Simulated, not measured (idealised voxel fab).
Process module under the name voxel gate over fins
220 nm wide, 5 nm square cells: that's cross-section cut.
The cross-sections in this document take the form of a grid made of square cells. They are written out as bands, in order from top to bottom. Each band consists of one or more rows of cells. Quick guide to a band line: top height, bottom height (nm) up front; then every material left to right with its width in nm. Only one material and it's marked "full width"? Then it fills the band edge to edge. And "blank" just means empty space. Height reference: 0 = level under which incoming wafer is all one material. Lowest band: no bottom, runs on downward, e.g. "0 down". The expression "30 to 40" gives the width at the extremes of the band, the first number at its top row of cells and the second at its bottom row, with the width changing by equal amounts from each row to the next in between. "remained unchanged" after a step means that no cell of the cross-section changed. This entry, "Closed void list", enumerates those empty regions of no fewer than 8 cells that possess no open connection to the top. Each region is reported in the form width x height at distance, the distance being taken from the left edge, with all three quantities expressed in nm. after a step's settings: what the simulator itself notes on the step. overlay nm: on a step with a mask, how far right of its planned place the mask lay; negative means left.

**Steps in the process plan**
- 1: RECEIVE, material Si
- 2: CONFORMAL_DEP, material SiN, thk nm 10
- 3: MASKED_ETCH, tone cover, mask id FINS, width nm 15, pitch nm 35, etch materials SiN, depth nm 10, overlay nm 0
- 4: MASKED_ETCH, tone cover, mask id FINS, width nm 15, pitch nm 35, etch materials Si, depth nm 30, overlay nm 0
- 5: OXIDIZE, depth nm 5
- 6: FILL_DEP, material SiO2, thk nm 10
- 7: CMP, height nm 10
- 8: SELECTIVE_ETCH, etch materials SiO2, depth nm 25
- 9: STRIP, etch materials SiN
- 10: CONFORMAL_DEP, material HfO2, thk nm 5
- 11: CONFORMAL_DEP, material TiN, thk nm 5
- 12: CONFORMAL_DEP, material TiAl, thk nm 5
- 13: CONFORMAL_DEP, material TiN, thk nm 5
- 14: FILL_DEP, material W, thk nm 15
- 15: CMP, height nm 30
- 16: CONFORMAL_DEP, material SiN, thk nm 5

**As received (post step 1): cross-section**
	0 down: Si full width
	Closed void list: none

**Same starting wafer, same plan as above, one mistake in the execution; this is the cross-section at the end of the module**
	35 to 30: SiN full width
	30 to 20: W full width
	20 to 15: W (70), then TiN (80), then W (70)
	15 to 10: W (70), then TiN (5), then TiAl (70), then TiN (5), then W (70)
	10 to 5: W (70), then TiN (5), then TiAl (5), then TiN (25), then TiAl (10), then TiN (25), then TiAl (5), then TiN (5), then W (70)
	5 to 0: TiN (75), then TiAl (5), then TiN (5), then HfO2 (15), then TiN (5), then TiAl (10), then TiN (5), then HfO2 (15), then TiN (5), then TiAl (5), then TiN (75)
	0 to -5: TiAl (80), then TiN (5), then HfO2 (5), then Si (5), then HfO2 (5), then TiN (5), then TiAl (10), then TiN (5), then HfO2 (5), then Si (5), then HfO2 (5), then TiN (5), then TiAl (80)
	-5 to -10: TiN (85), then HfO2 (5), then Si (5), then HfO2 (5), then TiN (20), then HfO2 (5), then Si (5), then HfO2 (5), then TiN (85)
	-10 to -15: HfO2 (90), then Si (5), then HfO2 (30), then Si (5), then HfO2 (90)
	-15 to -65: SiO2 (90), then Si (5), then SiO2 (30), then Si (5), then SiO2 (90)
	-65 down: Si full width
	Closed void list: none
Nonconformance to the process plan: plan step 4 was conducted twice
